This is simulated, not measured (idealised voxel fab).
process module | voxel released beams
Cross-sectional view cut (width: 290 nm; square cell size: 5 nm).
Format of a cross-section: grid, square cells. Given as bands. Order: top down. Band: one or more rows of cells. It is stipulated that each band's entry specify, in nanometres, the height of the top of the band and then that of its bottom, followed by the materials of the band in left-to-right sequence, each together with its width in nanometres. A single material marked by the word "full width" is understood to fill the band from edge to edge; the word "empty" is understood to denote empty space. Heights are measured from 0, the level below which the as-received wafer is all one material; the lowest band has no bottom and continues downward, written as in "z 0 and below". The two numbers in a width such as "30->40" mark its ends across the band: the first belongs to the top row of cells, the second to the bottom row, and from each row to the next the width moves by the same amount. The cross-section has no changed cell in any step marked "no change". "Enclosed void inventory" lists enclosed empty spaces (at least 8 cells, no open path upward to the top), each as width x height at distance from the left edge, in nm. On a step's line, text after the settings is the simulator commenting on that step. The optional step-line setting "overlay nm" applies to steps with a mask and quantifies how far to the right of its planned location the mask lay, a negative value indicating leftward placement.

# Process steps (planned)
1 RECEIVE (material Si)
2 CONFORMAL_DEP (material SiN; thk nm 10)
3 DIRECTIONAL_DEP (material SiO2; thk nm 10)
4 MASKED_ETCH (tone open; mask id ANCHOR; width nm 40; etch materials SiO2; depth nm 10; overlay nm 0)
5 CONFORMAL_DEP (material TiN; thk nm 15)
6 DIRECTIONAL_DEP (material aC; thk nm 15)
7 PATTERN (tone cover; mask id BEAM; material resist; width nm 100; thk nm 35; overlay nm 0)
8 DIRECTIONAL_ETCH (etch materials aC; depth nm 15)
9 STRIP (etch materials resist)
10 DIRECTIONAL_ETCH (etch materials TiN; depth nm 15)
11 STRIP (etch materials aC)
12 STRIP (etch materials SiO2)

# As-received wafer cross-section (after step 1)
- z 0 and below: Si full width
- Enclosed void inventory: none

# Figure: cross-sectional view of the wafer upon completion of the module, processed from the initial state and according to the plan depicted above, with one error introduced during execution
- z 35 to 25: SiN 110 nm, empty 10 nm, SiN 170 nm
- z 25 to 20: SiN full width
- z 20 to 10: SiO2 95 nm, SiN 40 nm, SiO2 155 nm
- z 10 to 0: SiN full width
- z 0 and below: Si full width
- Enclosed void inventory: none
Misprocessing identified: step 5 ran as: CONFORMAL_DEP (material SiN; thk nm 15)
